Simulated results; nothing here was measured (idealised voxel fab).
This section sets out a process module, namely voxel air gaps.
Section cut is 275 nm wide and gridded with 5 nm square cells.
Throughout this document, each cross-section is represented as a grid of square cells and is presented as a sequence of bands enumerated from the top downward, where a band comprises one or more rows of cells. Top, bottom (nm), then materials left to right with widths (nm); lone material tagged "edge to edge" fills the whole band edge to edge; "empty" = empty space. Heights from 0 (as-received wafer is one material below). Bottom band endless downward, as "z 0 and below". Width spec "30..40" -> top row of cells at first value, bottom row at second value, equal per-row change in between. Step note "remained the same" = no cross-section cell changed. What "Enclosed void catalog" gives you is every empty space of 8 cells or more that is cut off from the top. Each appears as width x height at distance, with the distance taken from the left edge and width, height and distance all in nm. Where a step's line continues beyond its settings, the continuation is a remark by the simulator itself on that step. overlay nm: for a step with a mask, the amount by which the mask lay right of where it was planned; a negative amount means left of it.

-- Planned process steps
step 1: RECEIVE (material Si)
step 2: CONFORMAL_DEP (material SiO2; thk nm 10)
step 3: CONFORMAL_DEP (material SiCN; thk nm 5)
step 4: DIRECTIONAL_DEP (material SiO2; thk nm 40)
step 5: DIRECTIONAL_DEP (material aC; thk nm 10)
step 6: PATTERN (tone open; mask id LINES; material resist; width nm 25; pitch nm 55; thk nm 30; overlay nm 0)
step 7: DIRECTIONAL_ETCH (etch materials aC; depth nm 10)
step 8: STRIP (etch materials resist)
step 9: DIRECTIONAL_ETCH (etch materials SiO2; depth nm 40)
step 10: STRIP (etch materials aC)
step 11: CONFORMAL_DEP (material TiN; thk nm 5)
step 12: FILL_DEP (material Ru; thk nm 10)
step 13: CMP (height nm 55)
step 14: EPI (material Ru; thk nm 10)
step 15: SELECTIVE_ETCH (etch materials SiO2; depth nm 50)
step 16: CONFORMAL_DEP (material SiCN; thk nm 5)

-- Cross-section of the wafer as it came to us, i.e., already through step 1
	z 0 and below  Si edge to edge
	Enclosed void catalog: none

-- The first of the two wafers as seen in cross-section once the module was finished; processing followed the plan
	z 70 to 65  55 nm empty, 165 nm SiCN, 55 nm empty
	z 65 to 55  55 nm empty, 5 nm SiCN, 45 nm Ru, 10 nm SiCN, 45 nm Ru, 10 nm SiCN, 45 nm Ru, 5 nm SiCN, 55 nm empty
	z 55 to 50  55 nm empty, 15 nm SiCN, 5 nm TiN, 15 nm Ru, 5 nm TiN, 30 nm SiCN, 5 nm TiN, 15 nm Ru, 5 nm TiN, 30 nm SiCN, 5 nm TiN, 15 nm Ru, 5 nm TiN, 15 nm SiCN, 55 nm empty
	z 50 to 20  65 nm empty, 5 nm SiCN, 5 nm TiN, 15 nm Ru, 5 nm TiN, 5 nm SiCN, 20 nm empty, 5 nm SiCN, 5 nm TiN, 15 nm Ru, 5 nm TiN, 5 nm SiCN, 20 nm empty, 5 nm SiCN, 5 nm TiN, 15 nm Ru, 5 nm TiN, 5 nm SiCN, 65 nm empty
	z 20 to 15  70 nm SiCN, 25 nm TiN, 30 nm SiCN, 25 nm TiN, 30 nm SiCN, 25 nm TiN, 70 nm SiCN
	z 15 to 10  SiCN edge to edge
	z 10 to 0  SiO2 edge to edge
	z 0 and below  Si edge to edge
	Enclosed void catalog: 20 x 30 at 100; 20 x 30 at 155

-- Wafer two, end of module, cross-section. Same start, same plan as wafer one. One mistake in the run
	z 70 to 65  SiCN edge to edge
	z 65 to 55  Ru edge to edge
	z 55 to 50  75 nm TiN, 15 nm Ru, 40 nm TiN, 15 nm Ru, 40 nm TiN, 15 nm Ru, 75 nm TiN
	z 50 to 20  70 nm SiO2, 5 nm TiN, 15 nm Ru, 5 nm TiN, 30 nm SiO2, 5 nm TiN, 15 nm Ru, 5 nm TiN, 30 nm SiO2, 5 nm TiN, 15 nm Ru, 5 nm TiN, 70 nm SiO2
	z 20 to 15  70 nm SiO2, 25 nm TiN, 30 nm SiO2, 25 nm TiN, 30 nm SiO2, 25 nm TiN, 70 nm SiO2
	z 15 to 10  SiCN edge to edge
	z 10 to 0  SiO2 edge to edge
	z 0 and below  Si edge to edge
	Enclosed void catalog: none
Against the plan, the run slipped here: rather than as planned, step 4 actually ran as DIRECTIONAL_DEP (material SiO2; thk nm 35)
Final cells, second wafer relative to first, materials higher or lower: +56 Ru; -84 SiCN; +280 SiO2; +40 TiN
Upon completion, the first wafer exhibits 2 closed voids and the second wafer exhibits 0.
